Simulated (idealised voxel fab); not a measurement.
Module name: voxel self aligned vias (process module)
Cross-section cut: width 270 nm, square cells of 5 nm.
A cross-section in this document is a grid of square cells, and it is written down as bands, the top band listed before the ones below it; a band is made up of one or more rows of cells. In this notation a band is specified by the heights of its top and bottom, in that order and in nm, after which its materials appear from left to right, each paired with its width in nm. The word "everywhere" attached to a single material means that material fills the band from edge to edge; the word "air" stands for empty space. Height datum 0, below which the as-received substrate wafer is one material. Lowest band open at the bottom, running downward: "0 and below". Width "30 to 40": first value at the band's top row of cells, second value at its bottom row, equal change from row to row. "changes: none" means the step left every cell of the cross-section as it was. "Voids lacking openings" - sealed voids, min. 8 cells, no opening to top; format: width x height at distance (distance from left edge; nm throughout). Anything after a step's settings on that line? It's the simulator's own note about the step. The setting "overlay nm" may be written on the line of a step. When the step uses a mask, the value reports how far to the right of the planned place the mask lay, and a negative value reports that it lay to the left.
-- So here's the lineup of process steps we planned
1. RECEIVE,material Si
2. CONFORMAL_DEP,material SiO2,thk nm 15
3. CONFORMAL_DEP,material SiCN,thk nm 5
4. DIRECTIONAL_DEP,material SiO2,thk nm 25
5. MASKED_ETCH,tone open,mask id LINES,width nm 30,pitch nm 80,etch materials SiO2,depth nm 25,overlay nm 0
6. CONFORMAL_DEP,material TiN,thk nm 5
7. FILL_DEP,material W,thk nm 10
8. CMP,height nm 45
9. SELECTIVE_ETCH,etch materials W Ru TiN,depth nm 10
10. FILL_DEP,material SiN,thk nm 10
11. CMP,height nm 45
12. DIRECTIONAL_DEP,material SiO2,thk nm 15
13. PATTERN,tone open,mask id VIAS,material resist,width nm 50,pitch nm 80,thk nm 20,overlay nm 0
14. DIRECTIONAL_ETCH,etch materials SiO2,depth nm 15
15. DIRECTIONAL_ETCH,etch materials SiN,depth nm 10
16. STRIP,etch materials resist
17. CONFORMAL_DEP,material TiN,thk nm 5
18. FILL_DEP,material W,thk nm 10
19. CMP,height nm 60
20. CONFORMAL_DEP,material SiCN,thk nm 5
-- The following pertains to the first of two wafers, which was processed as planned
-- Shown in cross-section is the wafer as received, that is, as it stands after step 1
  0 and below = Si everywhere
  Voids lacking openings: none
-- Cross-section through the wafer, step 2 finished
  15 down to 0 = SiO2 everywhere
  Rest of section, below 0: as before.
-- Cross-section through the wafer, step 3 finished
  20 down to 15 = SiCN everywhere
  Rest of section, below 15: as before.
-- Cross-section through the wafer, step 4 finished
  45 down to 20 = SiO2 everywhere
  Rest of section, below 20: as before.
-- Cross-section through the wafer, step 5 finished
  45 down to 20 = SiO2 (80) | air (30) | SiO2 (50) | air (30) | SiO2 (80)
  Rest of section, below 20: as before.
-- Cross-section through the wafer, step 6 finished
  50 down to 45 = TiN (85) | air (20) | TiN (60) | air (20) | TiN (85)
  45 down to 25 = SiO2 (80) | TiN (5) | air (20) | TiN (5) | SiO2 (50) | TiN (5) | air (20) | TiN (5) | SiO2 (80)
  25 down to 20 = SiO2 (80) | TiN (30) | SiO2 (50) | TiN (30) | SiO2 (80)
  Rest of section, below 20: as before.
-- Cross-section through the wafer, step 7 finished
  60 down to 50 = W everywhere
  50 down to 45 = TiN (85) | W (20) | TiN (60) | W (20) | TiN (85)
  45 down to 25 = SiO2 (80) | TiN (5) | W (20) | TiN (5) | SiO2 (50) | TiN (5) | W (20) | TiN (5) | SiO2 (80)
  Rest of section, below 25: as before.
-- Cross-section through the wafer, step 8 finished
  45 down to 25 = SiO2 (80) | TiN (5) | W (20) | TiN (5) | SiO2 (50) | TiN (5) | W (20) | TiN (5) | SiO2 (80)
  Rest of section, below 25: as before.
-- Cross-section through the wafer, step 9 finished
  45 down to 35 = SiO2 (80) | air (30) | SiO2 (50) | air (30) | SiO2 (80)
  Rest of section, below 35: as before.
-- Cross-section through the wafer, step 10 finished
  55 down to 45 = SiN everywhere
  45 down to 35 = SiO2 (80) | SiN (30) | SiO2 (50) | SiN (30) | SiO2 (80)
  Rest of section, below 35: as before.
-- Cross-section through the wafer, step 11 finished
  45 down to 35 = SiO2 (80) | SiN (30) | SiO2 (50) | SiN (30) | SiO2 (80)
  Rest of section, below 35: as before.
-- Cross-section through the wafer, step 12 finished
  60 down to 45 = SiO2 everywhere
  Rest of section, below 45: as before.
-- Cross-section through the wafer, step 13 finished
  80 down to 60 = resist (70) | air (50) | resist (30) | air (50) | resist (70)
  Rest of section, below 60: as before.
-- Cross-section through the wafer, step 14 finished
  80 down to 60 = resist (70) | air (50) | resist (30) | air (50) | resist (70)
  60 down to 45 = SiO2 (70) | air (50) | SiO2 (30) | air (50) | SiO2 (70)
  Rest of section, below 45: as before.
-- Cross-section through the wafer, step 15 finished
  80 down to 60 = resist (70) | air (50) | resist (30) | air (50) | resist (70)
  60 down to 45 = SiO2 (70) | air (50) | SiO2 (30) | air (50) | SiO2 (70)
  45 down to 35 = SiO2 (80) | air (30) | SiO2 (50) | air (30) | SiO2 (80)
  Rest of section, below 35: as before.
-- Cross-section through the wafer, step 16 finished
  60 down to 45 = SiO2 (70) | air (50) | SiO2 (30) | air (50) | SiO2 (70)
  Rest of section, below 45: as before.
-- Cross-section through the wafer, step 17 finished
  65 down to 60 = TiN (75) | air (40) | TiN (40) | air (40) | TiN (75)
  60 down to 50 = SiO2 (70) | TiN (5) | air (40) | TiN (5) | SiO2 (30) | TiN (5) | air (40) | TiN (5) | SiO2 (70)
  50 down to 40 = SiO2 (70 to 80) | TiN (15 to 5) | air (20) | TiN (15 to 5) | SiO2 (30 to 50) | TiN (15 to 5) | air (20) | TiN (15 to 5) | SiO2 (70 to 80)
  40 down to 35 = SiO2 (80) | TiN (30) | SiO2 (50) | TiN (30) | SiO2 (80)
  Rest of section, below 35: as before.
-- Cross-section through the wafer, step 18 finished
  75 down to 65 = W everywhere
  65 down to 60 = TiN (75) | W (40) | TiN (40) | W (40) | TiN (75)
  60 down to 50 = SiO2 (70) | TiN (5) | W (40) | TiN (5) | SiO2 (30) | TiN (5) | W (40) | TiN (5) | SiO2 (70)
  50 down to 40 = SiO2 (70 to 80) | TiN (15 to 5) | W (20) | TiN (15 to 5) | SiO2 (30 to 50) | TiN (15 to 5) | W (20) | TiN (15 to 5) | SiO2 (70 to 80)
  Rest of section, below 40: as before.
-- Cross-section through the wafer, step 19 finished
  60 down to 50 = SiO2 (70) | TiN (5) | W (40) | TiN (5) | SiO2 (30) | TiN (5) | W (40) | TiN (5) | SiO2 (70)
  Rest of section, below 50: as before.
-- Cross-section through the wafer, step 20 finished
  65 down to 60 = SiCN everywhere
  Rest of section, below 60: as before.
-- The second wafer: identical to the first at the outset and in its planned sequence, differing only in that one mistake was made during processing; up to and including step 6, its path is the first wafer's path
-- Cross-section of the second wafer at the time by which step 7 should have been completed according to the plan
  60 down to 50 = SiO2 everywhere
  50 down to 45 = TiN (85) | SiO2 (20) | TiN (60) | SiO2 (20) | TiN (85)
  45 down to 25 = SiO2 (80) | TiN (5) | SiO2 (20) | TiN (5) | SiO2 (50) | TiN (5) | SiO2 (20) | TiN (5) | SiO2 (80)
  Rest of section, below 25: as before.
-- Cross-section of the second wafer at the time by which step 8 should have been completed according to the plan
  45 down to 25 = SiO2 (80) | TiN (5) | SiO2 (20) | TiN (5) | SiO2 (50) | TiN (5) | SiO2 (20) | TiN (5) | SiO2 (80)
  Rest of section, below 25: as before.
-- Cross-section of the second wafer at the time by which step 9 should have been completed according to the plan
  45 down to 35 = SiO2 (80) | air (5) | SiO2 (20) | air (5) | SiO2 (50) | air (5) | SiO2 (20) | air (5) | SiO2 (80)
  Rest of section, below 35: as before.
-- Cross-section of the second wafer at the time by which step 10 should have been completed according to the plan
  55 down to 45 = SiN everywhere
  45 down to 35 = SiO2 (80) | SiN (5) | SiO2 (20) | SiN (5) | SiO2 (50) | SiN (5) | SiO2 (20) | SiN (5) | SiO2 (80)
  Rest of section, below 35: as before.
-- Cross-section of the second wafer at the time by which step 11 should have been completed according to the plan
  45 down to 35 = SiO2 (80) | SiN (5) | SiO2 (20) | SiN (5) | SiO2 (50) | SiN (5) | SiO2 (20) | SiN (5) | SiO2 (80)
  Rest of section, below 35: as before.
-- Cross-section of the second wafer at the time by which step 12 should have been completed according to the plan
  60 down to 45 = SiO2 everywhere
  Rest of section, below 45: as before.
-- Cross-section of the second wafer at the time by which step 13 should have been completed according to the plan
  80 down to 60 = resist (70) | air (50) | resist (30) | air (50) | resist (70)
  Rest of section, below 60: as before.
-- Cross-section of the second wafer at the time by which step 14 should have been completed according to the plan
  80 down to 60 = resist (70) | air (50) | resist (30) | air (50) | resist (70)
  60 down to 45 = SiO2 (70) | air (50) | SiO2 (30) | air (50) | SiO2 (70)
  Rest of section, below 45: as before.
-- Cross-section of the second wafer at the time by which step 15 should have been completed according to the plan
  80 down to 60 = resist (70) | air (50) | resist (30) | air (50) | resist (70)
  60 down to 45 = SiO2 (70) | air (50) | SiO2 (30) | air (50) | SiO2 (70)
  45 down to 35 = SiO2 (80) | air (5) | SiO2 (20) | air (5) | SiO2 (50) | air (5) | SiO2 (20) | air (5) | SiO2 (80)
  Rest of section, below 35: as before.
-- Cross-section of the second wafer at the time by which step 16 should have been completed according to the plan
  60 down to 45 = SiO2 (70) | air (50) | SiO2 (30) | air (50) | SiO2 (70)
  Rest of section, below 45: as before.
-- Cross-section of the second wafer at the time by which step 17 should have been completed according to the plan
  65 down to 60 = TiN (75) | air (40) | TiN (40) | air (40) | TiN (75)
  60 down to 50 = SiO2 (70) | TiN (5) | air (40) | TiN (5) | SiO2 (30) | TiN (5) | air (40) | TiN (5) | SiO2 (70)
  50 down to 45 = SiO2 (70) | TiN (50) | SiO2 (30) | TiN (50) | SiO2 (70)
  45 down to 25 = SiO2 (80) | TiN (5) | SiO2 (20) | TiN (5) | SiO2 (50) | TiN (5) | SiO2 (20) | TiN (5) | SiO2 (80)
  Rest of section, below 25: as before.
-- Cross-section of the second wafer at the time by which step 18 should have been completed according to the plan
  75 down to 65 = W everywhere
  65 down to 60 = TiN (75) | W (40) | TiN (40) | W (40) | TiN (75)
  60 down to 50 = SiO2 (70) | TiN (5) | W (40) | TiN (5) | SiO2 (30) | TiN (5) | W (40) | TiN (5) | SiO2 (70)
  Rest of section, below 50: as before.
-- Cross-section of the second wafer at the time by which step 19 should have been completed according to the plan
  60 down to 50 = SiO2 (70) | TiN (5) | W (40) | TiN (5) | SiO2 (30) | TiN (5) | W (40) | TiN (5) | SiO2 (70)
  Rest of section, below 50: as before.
-- Cross-section of the second wafer at the time by which step 20 should have been completed according to the plan
  65 down to 60 = SiCN everywhere
  Rest of section, below 60: as before.
It is concluded that the wafer was processed incorrectly with respect to the plan, in that step 7 ran as: FILL_DEP,material SiO2,thk nm 10
Final cells, second wafer relative to first, materials higher or lower: SiO2 +32 | W -32
